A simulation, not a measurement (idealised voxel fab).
The document below concerns the process module designated voxel transistor to metal.
Cross-sectional view cut (width: 285 nm; square cell size: 5 nm).
Cross-section = grid of square cells, listed top down in bands; band = one or more rows.
Band: top and bottom heights (nm) first, top before bottom; then materials from left to right, widths in nm. "edge to edge" marks a sole material filling the band edge to edge. "air" denotes empty space.
A quick word on heights: they are counted from 0, and under that level the wafer as it came to us is one material throughout. The lowest band is different from the rest in having no bottom; it simply continues downward, written as in "0 down".
Quick explanation for "30->40": the width changes in equal steps down the rows of cells, from the first number in the band's top row to the second number in its bottom row.
Key: "nothing got changed" - step with no changed cell in the cross-section.
"Cavities, closed" specifies each empty space that is not open to the top and that occupies no fewer than 8 cells, using the form width x height at distance, the distance measured from the left edge and all three quantities in nm.
On each step's line, the part that comes after the settings is the simulator's own comment on the step.
The setting "overlay nm" may be written on the line of a step. When the step uses a mask, the value reports how far to the right of the planned place the mask lay, and a negative value reports that it lay to the left.

# The following list gives the planned process steps
| 1 | RECEIVE: material Si |
| 2 | CONFORMAL_DEP: material SiO2, thk nm 5 |
| 3 | CONFORMAL_DEP: material SiN, thk nm 10 |
| 4 | MASKED_ETCH: tone cover, mask id ACTIVE, width nm 95, pitch nm 125, etch materials SiN, depth nm 10, overlay nm 0 |
| 5 | MASKED_ETCH: tone cover, mask id ACTIVE, width nm 95, pitch nm 125, etch materials SiO2, depth nm 5, overlay nm 0 |
| 6 | MASKED_ETCH: tone cover, mask id ACTIVE, width nm 95, pitch nm 125, etch materials Si, depth nm 35, overlay nm 0 |
| 7 | FILL_DEP: material SiO2, thk nm 10 |
| 8 | CMP: height nm 15 |
| 9 | SELECTIVE_ETCH: etch materials SiO2, depth nm 5 |
| 10 | STRIP: etch materials SiN |
| 11 | SELECTIVE_ETCH: etch materials SiO2, depth nm 5 |
| 12 | OXIDIZE: depth nm 5 |
| 13 | DIRECTIONAL_DEP: material polySi, thk nm 20 |
| 14 | DIRECTIONAL_DEP: material SiCN, thk nm 10 |
| 15 | PATTERN: tone cover, mask id GATE, material resist, width nm 25, pitch nm 125, thk nm 20, overlay nm 0 |
| 16 | DIRECTIONAL_ETCH: etch materials SiCN, depth nm 20 |
| 17 | DIRECTIONAL_ETCH: etch materials polySi, depth nm 30 |
| 18 | STRIP: etch materials resist |
| 19 | CONFORMAL_DEP: material SiN, thk nm 10 |
| 20 | DIRECTIONAL_ETCH: etch materials SiN, depth nm 10 |
| 21 | DIRECTIONAL_ETCH: etch materials SiO2, depth nm 5 |
| 22 | DIRECTIONAL_ETCH: etch materials Si, depth nm 5 |
| 23 | EPI: material SiGe, thk nm 10 |
| 24 | FILL_DEP: material SiO2, thk nm 5 |
| 25 | CMP: height nm 30 |
| 26 | DIRECTIONAL_DEP: material SiO2, thk nm 10 |
| 27 | MASKED_ETCH: tone open, mask id CONTACT, width nm 15, etch materials SiO2, depth nm 35, overlay nm 0 |
| 28 | CONFORMAL_DEP: material TiN, thk nm 5 |
| 29 | FILL_DEP: material Ru, thk nm 5 |
| 30 | CMP: height nm 40 |
| 31 | DIRECTIONAL_DEP: material TiN, thk nm 5 |
| 32 | DIRECTIONAL_DEP: material Ru, thk nm 25 |
| 33 | MASKED_ETCH: tone cover, mask id METAL_1, width nm 15, etch materials Ru, depth nm 25, overlay nm 0 |
| 34 | MASKED_ETCH: tone cover, mask id METAL_1, width nm 15, etch materials TiN, depth nm 5, overlay nm 0 |
| 35 | FILL_DEP: material lowk, thk nm 10 |
| 36 | CMP: height nm 70 |
| 37 | CONFORMAL_DEP: material SiN, thk nm 5 |

# Below: the first of two wafers, run as planned

# Cross-section, incoming material, after step 1
    0 down  Si edge to edge
    Cavities, closed: none

# Once step 2 is through, the wafer looks like this in cross-section
    5 to 0  SiO2 edge to edge
    Everything below 0 is unchanged.

# Once step 3 is through, the wafer looks like this in cross-section
    15 to 5  SiN edge to edge
    Everything below 5 is unchanged.

# Once step 4 is through, the wafer looks like this in cross-section
    15 to 5  air=30, SiN=95, air=30, SiN=95, air=35
    Everything below 5 is unchanged.

# Once step 5 is through, the wafer looks like this in cross-section
    15 to 5  air=30, SiN=95, air=30, SiN=95, air=35
    5 to 0  air=30, SiO2=95, air=30, SiO2=95, air=35
    Everything below 0 is unchanged.

# Once step 6 is through, the wafer looks like this in cross-section
    15 to 5  air=30, SiN=95, air=30, SiN=95, air=35
    5 to 0  air=30, SiO2=95, air=30, SiO2=95, air=35
    0 to -35  air=30, Si=95, air=30, Si=95, air=35
    Everything below -35 is unchanged.

# Once step 7 is through, the wafer looks like this in cross-section
    25 to 15  SiO2 edge to edge
    15 to 5  SiO2=30, SiN=95, SiO2=30, SiN=95, SiO2=35
    5 to 0  SiO2 edge to edge
    0 to -35  SiO2=30, Si=95, SiO2=30, Si=95, SiO2=35
    Everything below -35 is unchanged.

# Once step 8 is through, the wafer looks like this in cross-section
    15 to 5  SiO2=30, SiN=95, SiO2=30, SiN=95, SiO2=35
    Everything below 5 is unchanged.

# Once step 9 is through, the wafer looks like this in cross-section
    15 to 10  air=30, SiN=95, air=30, SiN=95, air=35
    Everything below 10 is unchanged.

# Once step 10 is through, the wafer looks like this in cross-section
    10 to 5  SiO2=30, air=95, SiO2=30, air=95, SiO2=35
    Everything below 5 is unchanged.

# Once step 11 is through, the wafer looks like this in cross-section
    5 to 0  SiO2=25, air=105, SiO2=20, air=105, SiO2=30
    Everything below 0 is unchanged.

# Once step 12 is through, the wafer looks like this in cross-section
    5 to 0  SiO2=25, air=105, SiO2=20, air=105, SiO2=30
    0 to -5  SiO2 edge to edge
    Everything below -5 is unchanged.

# Once step 13 is through, the wafer looks like this in cross-section
    25 to 20  polySi=25, air=105, polySi=20, air=105, polySi=30
    20 to 5  polySi edge to edge
    5 to 0  SiO2=25, polySi=105, SiO2=20, polySi=105, SiO2=30
    Everything below 0 is unchanged.

# Once step 14 is through, the wafer looks like this in cross-section
    35 to 30  SiCN=25, air=105, SiCN=20, air=105, SiCN=30
    30 to 25  SiCN edge to edge
    25 to 20  polySi=25, SiCN=105, polySi=20, SiCN=105, polySi=30
    Everything below 20 is unchanged.

# Once step 15 is through, the wafer looks like this in cross-section
    55 to 35  air=65, resist=25, air=100, resist=25, air=70
    35 to 30  SiCN=25, air=40, resist=25, air=40, SiCN=20, air=40, resist=25, air=40, SiCN=30
    Everything below 30 is unchanged.

# Once step 16 is through, the wafer looks like this in cross-section
    55 to 30  air=65, resist=25, air=100, resist=25, air=70
    30 to 25  air=65, SiCN=25, air=100, SiCN=25, air=70
    25 to 20  polySi=25, air=40, SiCN=25, air=40, polySi=20, air=40, SiCN=25, air=40, polySi=30
    Everything below 20 is unchanged.

# Once step 17 is through, the wafer looks like this in cross-section
    55 to 30  air=65, resist=25, air=100, resist=25, air=70
    30 to 20  air=65, SiCN=25, air=100, SiCN=25, air=70
    20 to 5  air=65, polySi=25, air=100, polySi=25, air=70
    5 to 0  SiO2=25, air=40, polySi=25, air=40, SiO2=20, air=40, polySi=25, air=40, SiO2=30
    Everything below 0 is unchanged.

# Once step 18 is through, the wafer looks like this in cross-section
    30 to 20  air=65, SiCN=25, air=100, SiCN=25, air=70
    Everything below 20 is unchanged.

# Once step 19 is through, the wafer looks like this in cross-section
    40 to 30  air=55, SiN=45, air=80, SiN=45, air=60
    30 to 20  air=55, SiN=10, SiCN=25, SiN=10, air=80, SiN=10, SiCN=25, SiN=10, air=60
    20 to 15  air=55, SiN=10, polySi=25, SiN=10, air=80, SiN=10, polySi=25, SiN=10, air=60
    15 to 10  SiN=35, air=20, SiN=10, polySi=25, SiN=10, air=20, SiN=40, air=20, SiN=10, polySi=25, SiN=10, air=20, SiN=40
    10 to 5  SiN=65, polySi=25, SiN=100, polySi=25, SiN=70
    5 to 0  SiO2=25, SiN=40, polySi=25, SiN=40, SiO2=20, SiN=40, polySi=25, SiN=40, SiO2=30
    Everything below 0 is unchanged.

# Once step 20 is through, the wafer looks like this in cross-section
    30 to 20  air=55, SiN=10, SiCN=25, SiN=10, air=80, SiN=10, SiCN=25, SiN=10, air=60
    20 to 5  air=55, SiN=10, polySi=25, SiN=10, air=80, SiN=10, polySi=25, SiN=10, air=60
    5 to 0  SiO2=25, SiN=10, air=20, SiN=10, polySi=25, SiN=10, air=20, SiN=10, SiO2=20, SiN=10, air=20, SiN=10, polySi=25, SiN=10, air=20, SiN=10, SiO2=30
    Everything below 0 is unchanged.

# Once step 21 is through, the wafer looks like this in cross-section
    30 to 20  air=55, SiN=10, SiCN=25, SiN=10, air=80, SiN=10, SiCN=25, SiN=10, air=60
    20 to 5  air=55, SiN=10, polySi=25, SiN=10, air=80, SiN=10, polySi=25, SiN=10, air=60
    5 to 0  air=25, SiN=10, air=20, SiN=10, polySi=25, SiN=10, air=20, SiN=10, air=20, SiN=10, air=20, SiN=10, polySi=25, SiN=10, air=20, SiN=10, air=30
    0 to -5  SiO2=35, air=20, SiO2=45, air=20, SiO2=40, air=20, SiO2=45, air=20, SiO2=40
    Everything below -5 is unchanged.

# Once step 22 is through, the wafer looks like this in cross-section
    30 to 20  air=55, SiN=10, SiCN=25, SiN=10, air=80, SiN=10, SiCN=25, SiN=10, air=60
    20 to 5  air=55, SiN=10, polySi=25, SiN=10, air=80, SiN=10, polySi=25, SiN=10, air=60
    5 to 0  air=25, SiN=10, air=20, SiN=10, polySi=25, SiN=10, air=20, SiN=10, air=20, SiN=10, air=20, SiN=10, polySi=25, SiN=10, air=20, SiN=10, air=30
    0 to -5  SiO2=35, air=20, SiO2=45, air=20, SiO2=40, air=20, SiO2=45, air=20, SiO2=40
    -5 to -10  SiO2=30, Si=5, air=20, Si=45, air=20, Si=5, SiO2=30, Si=5, air=20, Si=45, air=20, Si=5, SiO2=35
    Everything below -10 is unchanged.

# Once step 23 is through, the wafer looks like this in cross-section
    30 to 20  air=55, SiN=10, SiCN=25, SiN=10, air=80, SiN=10, SiCN=25, SiN=10, air=60
    20 to 5  air=55, SiN=10, polySi=25, SiN=10, air=80, SiN=10, polySi=25, SiN=10, air=60
    5 to 0  air=25, SiN=10, SiGe=20, SiN=10, polySi=25, SiN=10, SiGe=20, SiN=10, air=20, SiN=10, SiGe=20, SiN=10, polySi=25, SiN=10, SiGe=20, SiN=10, air=30
    0 to -5  SiO2=35, SiGe=20, SiO2=45, SiGe=20, SiO2=40, SiGe=20, SiO2=45, SiGe=20, SiO2=40
    -5 to -10  SiO2=30, Si=5, SiGe=20, Si=45, SiGe=20, Si=5, SiO2=30, Si=5, SiGe=20, Si=45, SiGe=20, Si=5, SiO2=35
    Everything below -10 is unchanged.

# Once step 24 is through, the wafer looks like this in cross-section
    35 to 30  SiO2 edge to edge
    30 to 20  SiO2=55, SiN=10, SiCN=25, SiN=10, SiO2=80, SiN=10, SiCN=25, SiN=10, SiO2=60
    20 to 5  SiO2=55, SiN=10, polySi=25, SiN=10, SiO2=80, SiN=10, polySi=25, SiN=10, SiO2=60
    5 to 0  SiO2=25, SiN=10, SiGe=20, SiN=10, polySi=25, SiN=10, SiGe=20, SiN=10, SiO2=20, SiN=10, SiGe=20, SiN=10, polySi=25, SiN=10, SiGe=20, SiN=10, SiO2=30
    Everything below 0 is unchanged.

# Once step 25 is through, the wafer looks like this in cross-section
    30 to 20  SiO2=55, SiN=10, SiCN=25, SiN=10, SiO2=80, SiN=10, SiCN=25, SiN=10, SiO2=60
    Everything below 20 is unchanged.

# Once step 26 is through, the wafer looks like this in cross-section
    40 to 30  SiO2 edge to edge
    Everything below 30 is unchanged.

# Once step 27 is through, the wafer looks like this in cross-section
    40 to 30  SiO2=35, air=15, SiO2=55, air=15, SiO2=40, air=15, SiO2=55, air=15, SiO2=40
    30 to 20  SiO2=35, air=15, SiO2=5, SiN=10, SiCN=25, SiN=10, SiO2=5, air=15, SiO2=40, air=15, SiO2=5, SiN=10, SiCN=25, SiN=10, SiO2=5, air=15, SiO2=40
    20 to 5  SiO2=35, air=15, SiO2=5, SiN=10, polySi=25, SiN=10, SiO2=5, air=15, SiO2=40, air=15, SiO2=5, SiN=10, polySi=25, SiN=10, SiO2=5, air=15, SiO2=40
    Everything below 5 is unchanged.

# Once step 28 is through, the wafer looks like this in cross-section
    45 to 40  TiN=40, air=5, TiN=65, air=5, TiN=50, air=5, TiN=65, air=5, TiN=45
    40 to 30  SiO2=35, TiN=5, air=5, TiN=5, SiO2=55, TiN=5, air=5, TiN=5, SiO2=40, TiN=5, air=5, TiN=5, SiO2=55, TiN=5, air=5, TiN=5, SiO2=40
    30 to 20  SiO2=35, TiN=5, air=5, TiN=5, SiO2=5, SiN=10, SiCN=25, SiN=10, SiO2=5, TiN=5, air=5, TiN=5, SiO2=40, TiN=5, air=5, TiN=5, SiO2=5, SiN=10, SiCN=25, SiN=10, SiO2=5, TiN=5, air=5, TiN=5, SiO2=40
    20 to 10  SiO2=35, TiN=5, air=5, TiN=5, SiO2=5, SiN=10, polySi=25, SiN=10, SiO2=5, TiN=5, air=5, TiN=5, SiO2=40, TiN=5, air=5, TiN=5, SiO2=5, SiN=10, polySi=25, SiN=10, SiO2=5, TiN=5, air=5, TiN=5, SiO2=40
    10 to 5  SiO2=35, TiN=15, SiO2=5, SiN=10, polySi=25, SiN=10, SiO2=5, TiN=15, SiO2=40, TiN=15, SiO2=5, SiN=10, polySi=25, SiN=10, SiO2=5, TiN=15, SiO2=40
    Everything below 5 is unchanged.

# Once step 29 is through, the wafer looks like this in cross-section
    50 to 45  Ru edge to edge
    45 to 40  TiN=40, Ru=5, TiN=65, Ru=5, TiN=50, Ru=5, TiN=65, Ru=5, TiN=45
    40 to 30  SiO2=35, TiN=5, Ru=5, TiN=5, SiO2=55, TiN=5, Ru=5, TiN=5, SiO2=40, TiN=5, Ru=5, TiN=5, SiO2=55, TiN=5, Ru=5, TiN=5, SiO2=40
    30 to 20  SiO2=35, TiN=5, Ru=5, TiN=5, SiO2=5, SiN=10, SiCN=25, SiN=10, SiO2=5, TiN=5, Ru=5, TiN=5, SiO2=40, TiN=5, Ru=5, TiN=5, SiO2=5, SiN=10, SiCN=25, SiN=10, SiO2=5, TiN=5, Ru=5, TiN=5, SiO2=40
    20 to 10  SiO2=35, TiN=5, Ru=5, TiN=5, SiO2=5, SiN=10, polySi=25, SiN=10, SiO2=5, TiN=5, Ru=5, TiN=5, SiO2=40, TiN=5, Ru=5, TiN=5, SiO2=5, SiN=10, polySi=25, SiN=10, SiO2=5, TiN=5, Ru=5, TiN=5, SiO2=40
    Everything below 10 is unchanged.

# Once step 30 is through, the wafer looks like this in cross-section
    40 to 30  SiO2=35, TiN=5, Ru=5, TiN=5, SiO2=55, TiN=5, Ru=5, TiN=5, SiO2=40, TiN=5, Ru=5, TiN=5, SiO2=55, TiN=5, Ru=5, TiN=5, SiO2=40
    Everything below 30 is unchanged.

# Once step 31 is through, the wafer looks like this in cross-section
    45 to 40  TiN edge to edge
    Everything below 40 is unchanged.

# Once step 32 is through, the wafer looks like this in cross-section
    70 to 45  Ru edge to edge
    Everything below 45 is unchanged.

# Once step 33 is through, the wafer looks like this in cross-section
    70 to 45  air=35, Ru=15, air=55, Ru=15, air=40, Ru=15, air=55, Ru=15, air=40
    Everything below 45 is unchanged.

# Once step 34 is through, the wafer looks like this in cross-section
    70 to 45  air=35, Ru=15, air=55, Ru=15, air=40, Ru=15, air=55, Ru=15, air=40
    45 to 40  air=35, TiN=15, air=55, TiN=15, air=40, TiN=15, air=55, TiN=15, air=40
    Everything below 40 is unchanged.

# Once step 35 is through, the wafer looks like this in cross-section
    80 to 70  lowk edge to edge
    70 to 45  lowk=35, Ru=15, lowk=55, Ru=15, lowk=40, Ru=15, lowk=55, Ru=15, lowk=40
    45 to 40  lowk=35, TiN=15, lowk=55, TiN=15, lowk=40, TiN=15, lowk=55, TiN=15, lowk=40
    Everything below 40 is unchanged.

# Once step 36 is through, the wafer looks like this in cross-section
    70 to 45  lowk=35, Ru=15, lowk=55, Ru=15, lowk=40, Ru=15, lowk=55, Ru=15, lowk=40
    Everything below 45 is unchanged.

# Once step 37 is through, the wafer looks like this in cross-section
    75 to 70  SiN edge to edge
    Everything below 70 is unchanged.

# Companion wafer, the second of two: same beginning, same intended sequence, one mistake in carrying it out; through step 20 inclusive it tracks the first exactly

# Cross-section, second wafer, at the end time the plan gives for step 21
    30 to 25  air=55, SiN=10, air=25, SiN=10, air=80, SiN=10, air=25, SiN=10, air=60
    Everything below 25 is unchanged.

Cross-section, second wafer, at the end time the plan gives for step 22: nothing got changed

Cross-section, second wafer, at the end time the plan gives for step 23: nothing got changed

# Cross-section, second wafer, at the end time the plan gives for step 24
    35 to 30  SiO2 edge to edge
    30 to 25  SiO2=55, SiN=10, SiO2=25, SiN=10, SiO2=80, SiN=10, SiO2=25, SiN=10, SiO2=60
    25 to 20  SiO2=55, SiN=10, SiCN=25, SiN=10, SiO2=80, SiN=10, SiCN=25, SiN=10, SiO2=60
    20 to 5  SiO2=55, SiN=10, polySi=25, SiN=10, SiO2=80, SiN=10, polySi=25, SiN=10, SiO2=60
    5 to 0  SiO2=25, SiN=10, SiO2=20, SiN=10, polySi=25, SiN=10, SiO2=20, SiN=10, SiO2=20, SiN=10, SiO2=20, SiN=10, polySi=25, SiN=10, SiO2=20, SiN=10, SiO2=30
    Everything below 0 is unchanged.

# Cross-section, second wafer, at the end time the plan gives for step 25
    30 to 25  SiO2=55, SiN=10, SiO2=25, SiN=10, SiO2=80, SiN=10, SiO2=25, SiN=10, SiO2=60
    Everything below 25 is unchanged.

# Cross-section, second wafer, at the end time the plan gives for step 26
    40 to 30  SiO2 edge to edge
    Everything below 30 is unchanged.

# Cross-section, second wafer, at the end time the plan gives for step 27
    40 to 30  SiO2=35, air=15, SiO2=55, air=15, SiO2=40, air=15, SiO2=55, air=15, SiO2=40
    30 to 25  SiO2=35, air=15, SiO2=5, SiN=10, SiO2=25, SiN=10, SiO2=5, air=15, SiO2=40, air=15, SiO2=5, SiN=10, SiO2=25, SiN=10, SiO2=5, air=15, SiO2=40
    25 to 20  SiO2=35, air=15, SiO2=5, SiN=10, SiCN=25, SiN=10, SiO2=5, air=15, SiO2=40, air=15, SiO2=5, SiN=10, SiCN=25, SiN=10, SiO2=5, air=15, SiO2=40
    20 to 5  SiO2=35, air=15, SiO2=5, SiN=10, polySi=25, SiN=10, SiO2=5, air=15, SiO2=40, air=15, SiO2=5, SiN=10, polySi=25, SiN=10, SiO2=5, air=15, SiO2=40
    Everything below 5 is unchanged.

# Cross-section, second wafer, at the end time the plan gives for step 28
    45 to 40  TiN=40, air=5, TiN=65, air=5, TiN=50, air=5, TiN=65, air=5, TiN=45
    40 to 30  SiO2=35, TiN=5, air=5, TiN=5, SiO2=55, TiN=5, air=5, TiN=5, SiO2=40, TiN=5, air=5, TiN=5, SiO2=55, TiN=5, air=5, TiN=5, SiO2=40
    30 to 25  SiO2=35, TiN=5, air=5, TiN=5, SiO2=5, SiN=10, SiO2=25, SiN=10, SiO2=5, TiN=5, air=5, TiN=5, SiO2=40, TiN=5, air=5, TiN=5, SiO2=5, SiN=10, SiO2=25, SiN=10, SiO2=5, TiN=5, air=5, TiN=5, SiO2=40
    25 to 20  SiO2=35, TiN=5, air=5, TiN=5, SiO2=5, SiN=10, SiCN=25, SiN=10, SiO2=5, TiN=5, air=5, TiN=5, SiO2=40, TiN=5, air=5, TiN=5, SiO2=5, SiN=10, SiCN=25, SiN=10, SiO2=5, TiN=5, air=5, TiN=5, SiO2=40
    20 to 10  SiO2=35, TiN=5, air=5, TiN=5, SiO2=5, SiN=10, polySi=25, SiN=10, SiO2=5, TiN=5, air=5, TiN=5, SiO2=40, TiN=5, air=5, TiN=5, SiO2=5, SiN=10, polySi=25, SiN=10, SiO2=5, TiN=5, air=5, TiN=5, SiO2=40
    10 to 5  SiO2=35, TiN=15, SiO2=5, SiN=10, polySi=25, SiN=10, SiO2=5, TiN=15, SiO2=40, TiN=15, SiO2=5, SiN=10, polySi=25, SiN=10, SiO2=5, TiN=15, SiO2=40
    Everything below 5 is unchanged.

# Cross-section, second wafer, at the end time the plan gives for step 29
    50 to 45  Ru edge to edge
    45 to 40  TiN=40, Ru=5, TiN=65, Ru=5, TiN=50, Ru=5, TiN=65, Ru=5, TiN=45
    40 to 30  SiO2=35, TiN=5, Ru=5, TiN=5, SiO2=55, TiN=5, Ru=5, TiN=5, SiO2=40, TiN=5, Ru=5, TiN=5, SiO2=55, TiN=5, Ru=5, TiN=5, SiO2=40
    30 to 25  SiO2=35, TiN=5, Ru=5, TiN=5, SiO2=5, SiN=10, SiO2=25, SiN=10, SiO2=5, TiN=5, Ru=5, TiN=5, SiO2=40, TiN=5, Ru=5, TiN=5, SiO2=5, SiN=10, SiO2=25, SiN=10, SiO2=5, TiN=5, Ru=5, TiN=5, SiO2=40
    25 to 20  SiO2=35, TiN=5, Ru=5, TiN=5, SiO2=5, SiN=10, SiCN=25, SiN=10, SiO2=5, TiN=5, Ru=5, TiN=5, SiO2=40, TiN=5, Ru=5, TiN=5, SiO2=5, SiN=10, SiCN=25, SiN=10, SiO2=5, TiN=5, Ru=5, TiN=5, SiO2=40
    20 to 10  SiO2=35, TiN=5, Ru=5, TiN=5, SiO2=5, SiN=10, polySi=25, SiN=10, SiO2=5, TiN=5, Ru=5, TiN=5, SiO2=40, TiN=5, Ru=5, TiN=5, SiO2=5, SiN=10, polySi=25, SiN=10, SiO2=5, TiN=5, Ru=5, TiN=5, SiO2=40
    Everything below 10 is unchanged.

# Cross-section, second wafer, at the end time the plan gives for step 30
    40 to 30  SiO2=35, TiN=5, Ru=5, TiN=5, SiO2=55, TiN=5, Ru=5, TiN=5, SiO2=40, TiN=5, Ru=5, TiN=5, SiO2=55, TiN=5, Ru=5, TiN=5, SiO2=40
    Everything below 30 is unchanged.

# Cross-section, second wafer, at the end time the plan gives for step 31
    45 to 40  TiN edge to edge
    Everything below 40 is unchanged.

# Cross-section, second wafer, at the end time the plan gives for step 32
    70 to 45  Ru edge to edge
    Everything below 45 is unchanged.

# Cross-section, second wafer, at the end time the plan gives for step 33
    70 to 45  air=35, Ru=15, air=55, Ru=15, air=40, Ru=15, air=55, Ru=15, air=40
    Everything below 45 is unchanged.

# Cross-section, second wafer, at the end time the plan gives for step 34
    70 to 45  air=35, Ru=15, air=55, Ru=15, air=40, Ru=15, air=55, Ru=15, air=40
    45 to 40  air=35, TiN=15, air=55, TiN=15, air=40, TiN=15, air=55, TiN=15, air=40
    Everything below 40 is unchanged.

# Cross-section, second wafer, at the end time the plan gives for step 35
    80 to 70  lowk edge to edge
    70 to 45  lowk=35, Ru=15, lowk=55, Ru=15, lowk=40, Ru=15, lowk=55, Ru=15, lowk=40
    45 to 40  lowk=35, TiN=15, lowk=55, TiN=15, lowk=40, TiN=15, lowk=55, TiN=15, lowk=40
    Everything below 40 is unchanged.

# Cross-section, second wafer, at the end time the plan gives for step 36
    70 to 45  lowk=35, Ru=15, lowk=55, Ru=15, lowk=40, Ru=15, lowk=55, Ru=15, lowk=40
    Everything below 45 is unchanged.

# Cross-section, second wafer, at the end time the plan gives for step 37
    75 to 70  SiN edge to edge
    Everything below 70 is unchanged.
Processing error: contrary to plan, step 21 was performed as DIRECTIONAL_ETCH: etch materials SiCN, depth nm 5
Cell-count delta at end, second wafer over first, by material: Si +16 | SiCN -10 | SiGe -48 | SiO2 +42
